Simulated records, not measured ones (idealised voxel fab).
This section sets out a process module, namely voxel wiring stack.
Shown is cross-section cut, with a width of 265 nm and square cells of size 5 nm.
This document writes a cross-section as a grid whose cells are square, and gives it as bands, listed from the top down; one or more rows of cells form a band.
Band: top and bottom heights (nm) first, top before bottom; then materials from left to right, widths in nm. "throughout" marks a sole material filling the band edge to edge. "air" denotes empty space.
All heights in this document are referenced to 0, defined as the level beneath which the wafer, as received, consists entirely of one material. The lowest band is not bounded below; it extends indefinitely downward and is written in the form "top 0, no bottom".
Top row gets the first number, bottom row gets the second, and each row in between changes by the same step: that is how a band width like "30..40" works.
What does "same as before" mean for a step? It means no cell of the cross-section changed in that step.
"Enclosed internal voids" means: voids of 8 cells or more that are shut off from the top with no open way through. Written width x height at distance, distance from the left edge, in nm.
Whatever follows a step's settings on its line is a remark the simulator itself makes about that step.
overlay nm: how far to the right of its planned place the mask lay on this masked step (negative: to the left).
**Steps planned for the process**
1,RECEIVE,material Si
2,CONFORMAL_DEP,material SiO2,thk nm 10
3,CONFORMAL_DEP,material SiCN,thk nm 5
4,DIRECTIONAL_DEP,material SiO2,thk nm 20
5,DIRECTIONAL_DEP,material aC,thk nm 15
6,PATTERN,tone open,mask id METAL_1,material resist,width nm 30,pitch nm 60,thk nm 35,overlay nm 0
7,DIRECTIONAL_ETCH,etch materials aC,depth nm 15
8,STRIP,etch materials resist
9,DIRECTIONAL_ETCH,etch materials SiO2,depth nm 20
10,DIRECTIONAL_ETCH,etch materials SiCN,depth nm 5
11,STRIP,etch materials aC
12,CONFORMAL_DEP,material TiN,thk nm 5
13,FILL_DEP,material W,thk nm 5
14,CMP,height nm 35
15,EPI,material Ru,thk nm 5
16,FILL_DEP,material SiCN,thk nm 5
17,DIRECTIONAL_DEP,material SiO2,thk nm 10
18,PATTERN,tone open,mask id PLUG_1,material resist,width nm 15,pitch nm 60,thk nm 15,overlay nm 0
19,DIRECTIONAL_ETCH,etch materials SiO2,depth nm 10
20,DIRECTIONAL_ETCH,etch materials SiCN,depth nm 5
21,STRIP,etch materials resist
22,EPI,material Ru,thk nm 10
23,EPI,material Ru,thk nm 5
24,DIRECTIONAL_DEP,material TiN,thk nm 5
25,DIRECTIONAL_DEP,material W,thk nm 15
26,DIRECTIONAL_DEP,material aC,thk nm 15
27,PATTERN,tone cover,mask id METAL_2,material resist,width nm 30,pitch nm 60,thk nm 30,overlay nm 0
28,DIRECTIONAL_ETCH,etch materials aC,depth nm 15
29,STRIP,etch materials resist
30,DIRECTIONAL_ETCH,etch materials W,depth nm 15
31,DIRECTIONAL_ETCH,etch materials TiN,depth nm 5
32,STRIP,etch materials aC
33,CONFORMAL_DEP,material SiN,thk nm 5
34,FILL_DEP,material lowk,thk nm 5
35,CMP,height nm 75
36,CONFORMAL_DEP,material SiCN,thk nm 5
**Cross-section of the incoming wafer, state after step 1**
> top 0, no bottom | Si throughout
> Enclosed internal voids: none
**Wafer cross-section at end of module: start and plan as shown above, one execution error**
> top 80, bottom 75 | SiCN throughout
> top 75, bottom 70 | lowk throughout
> top 70, bottom 65 | lowk 50 / SiN 40 / lowk 20 / SiN 40 / lowk 20 / SiN 40 / lowk 55
> top 65, bottom 60 | lowk 50 / SiN 5 / W 30 / SiN 5 / lowk 20 / SiN 5 / W 30 / SiN 5 / lowk 20 / SiN 5 / W 30 / SiN 5 / lowk 55
> top 60, bottom 55 | SiN 55 / TiN 30 / SiN 30 / TiN 30 / SiN 30 / TiN 30 / SiN 60
> top 55, bottom 45 | SiO2 55 / Ru 15 / SiO2 45 / Ru 15 / SiO2 45 / Ru 15 / SiO2 75
> top 45, bottom 35 | SiCN 55..50 / Ru 15..40 / SiCN 45..20 / Ru 15..40 / SiCN 45..20 / Ru 15..40 / SiCN 75..55
> top 35, bottom 15 | SiO2 55 / TiN 5 / W 20 / TiN 5 / SiO2 30 / TiN 5 / W 20 / TiN 5 / SiO2 30 / TiN 5 / W 20 / TiN 5 / SiO2 60
> top 15, bottom 10 | SiCN 55 / TiN 30 / SiCN 30 / TiN 30 / SiCN 30 / TiN 30 / SiCN 60
> top 10, bottom 0 | SiO2 throughout
> top 0, no bottom | Si throughout
> Enclosed internal voids: none
Which mistake was made when the wafer was run? for step 25, the planned setting was not used; the step was instead run as DIRECTIONAL_DEP,material W,thk nm 5
